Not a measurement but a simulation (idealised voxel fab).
process module | voxel fin reveal
The cross-section shown here is cut; it is 280 nm wide and divided into square cells measuring 5 nm on a side.
Bands, listed from the top down, are how a cross-section gets written in this document; the cross-section itself is a grid of square cells, and a band is one or more rows of them.
Basically the band line says how high the top is and how high the bottom is, in nm, and then what's in it from left to right, every material with its width in nm. Empty space shows up as "air", and if a single material carries "edge to edge" it runs the full band edge to edge.
It should be noted that heights are counted from 0, beneath which the wafer as supplied is of one material throughout, and that the lowest band possesses no lower boundary but continues downward, as written in "0 -> down".
With a width like "30->40", each row of cells in the band differs from the next by the same amount, the top row carrying the first number and the bottom row the second.
Reading "no alteration" for a step: not a cell of the cross-section changed in it.
"Sealed-off cavities" means: voids of 8 cells or more that are shut off from the top with no open way through. Written width x height at distance, distance from the left edge, in nm.
The remark found on a step's line after its settings is issued by the simulator itself and pertains to that step.
overlay nm: mask right of planned place by this much (step with mask). Neg. = left.

# Below is the list of planned process steps
1,RECEIVE [material Si]
2,CONFORMAL_DEP [material SiN] [thk nm 5]
3,DIRECTIONAL_DEP [material aC] [thk nm 15]
4,PATTERN [tone cover] [mask id FINS] [material resist] [width nm 15] [pitch nm 40] [thk nm 30] [overlay nm 0]
5,DIRECTIONAL_ETCH [etch materials aC] [depth nm 15]
6,STRIP [etch materials resist]
7,DIRECTIONAL_ETCH [etch materials SiN] [depth nm 5]
8,DIRECTIONAL_ETCH [etch materials Si] [depth nm 40]
9,STRIP [etch materials aC]
10,FILL_DEP [material SiO2] [thk nm 5]
11,CMP [height nm 5]
12,SELECTIVE_ETCH [etch materials SiO2] [depth nm 35]
13,STRIP [etch materials SiN]

# Here's what the wafer looked like in cross-section when it arrived - that's after step 1
- 0 -> down = Si edge to edge
- Sealed-off cavities: none

# Cross-sectional result after module completion. Note: starting condition and plan are unchanged from above; one processing mistake was made
- 0 -> -30 = air (60); Si (15); air (25); Si (15); air (25); Si (15); air (25); Si (15); air (85)
- -30 -> -40 = SiO2 (60); Si (15); SiO2 (25); Si (15); SiO2 (25); Si (15); SiO2 (25); Si (15); SiO2 (85)
- -40 -> down = Si edge to edge
- Sealed-off cavities: none
Deviation from plan: step 4 did not happen as planned, as run it was PATTERN [tone cover] [mask id FINS] [material resist] [width nm 15] [pitch nm 40] [thk nm 30] [overlay nm -10]
